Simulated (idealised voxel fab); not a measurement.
process module | voxel fin reveal
cross-section cut | 150 nm wide | cells 5 nm
A cross-section is a grid of square cells, given in bands from the top down. A band is one or more rows of cells.
Each band's line starts with the height of the band's top and of its bottom, in nm. Then come its materials from left to right, each with its width in nm. One material with "throughout" fills the band from edge to edge. "air" is empty space.
Height 0 is the level under which the wafer as received is all one material. The lowest band goes on downwards, as in "0 down".
A width such as "30 to 40" changes by the same amount from each row of cells to the next, from the band's top row to its bottom row.
"no change" after a step means that no cell of the cross-section changed.
closed voids: empty space of 8 cells or more with no open way to the top, each as width x height at its distance from the left edge, in nm
after a step's settings: what the simulator itself notes on the step
overlay nm, on a step with a mask: how far to the right of its planned place the mask lay; to the left if negative
plan
1 op RECEIVE | material Si
2 op CONFORMAL_DEP | material SiN | thk nm 10
3 op DIRECTIONAL_DEP | material aC | thk nm 10
4 op PATTERN | tone cover | mask id FINS | material resist | width nm 15 | pitch nm 40 | thk nm 25 | overlay nm 0
5 op DIRECTIONAL_ETCH | etch materials aC | depth nm 10
6 op STRIP | etch materials resist
7 op DIRECTIONAL_ETCH | etch materials SiN | depth nm 10
8 op DIRECTIONAL_ETCH | etch materials Si | depth nm 40
9 op STRIP | etch materials aC
10 op FILL_DEP | material SiO2 | thk nm 5
11 op CMP | height nm 10
12 op SELECTIVE_ETCH | etch materials SiO2 | depth nm 25
13 op STRIP | etch materials SiN
first wafer, as planned
as received, after step 1
  0 down: Si throughout
  closed voids: none
after step 2
  10 to 0: SiN throughout
  below 0: unchanged
after step 3
  20 to 10: aC throughout
  below 10: unchanged
after step 4
  45 to 20: air 45 | resist 15 | air 25 | resist 15 | air 50
  below 20: unchanged
after step 5
  35 to 20: air 45 | resist 15 | air 25 | resist 15 | air 50
  20 to 10: air 45 | aC 15 | air 25 | aC 15 | air 50
  below 10: unchanged
after step 6
  20 to 10: air 45 | aC 15 | air 25 | aC 15 | air 50
  below 10: unchanged
after step 7
  20 to 10: air 45 | aC 15 | air 25 | aC 15 | air 50
  10 to 0: air 45 | SiN 15 | air 25 | SiN 15 | air 50
  below 0: unchanged
after step 8
  20 to 10: air 45 | aC 15 | air 25 | aC 15 | air 50
  10 to 0: air 45 | SiN 15 | air 25 | SiN 15 | air 50
  0 to -40: air 45 | Si 15 | air 25 | Si 15 | air 50
  below -40: unchanged
after step 9
  10 to 0: air 45 | SiN 15 | air 25 | SiN 15 | air 50
  below 0: unchanged
after step 10
  15 to 10: SiO2 throughout
  10 to 0: SiO2 45 | SiN 15 | SiO2 25 | SiN 15 | SiO2 50
  0 to -40: SiO2 45 | Si 15 | SiO2 25 | Si 15 | SiO2 50
  below -40: unchanged
after step 11
  10 to 0: SiO2 45 | SiN 15 | SiO2 25 | SiN 15 | SiO2 50
  below 0: unchanged
after step 12
  10 to 0: air 45 | SiN 15 | air 25 | SiN 15 | air 50
  0 to -15: air 45 | Si 15 | air 25 | Si 15 | air 50
  below -15: unchanged
after step 13
  0 to -15: air 45 | Si 15 | air 25 | Si 15 | air 50
  below -15: unchanged
second wafer: like start, like plan, one mistake. Through step 11 it matches the first wafer
when step 12 should have ended
  10 to 0: SiO2 45 | air 15 | SiO2 25 | air 15 | SiO2 50
  below 0: unchanged
when step 13 should have ended
  0 to -15: air 45 | Si 15 | air 25 | Si 15 | air 50
  -15 to -25: SiO2 20 | air 25 | Si 15 | air 25 | Si 15 | air 25 | SiO2 25
  below -25: unchanged
what went wrong: steps 12 and 13 were swapped
at the end the second wafer has, in cells: 30 fewer of SiO2
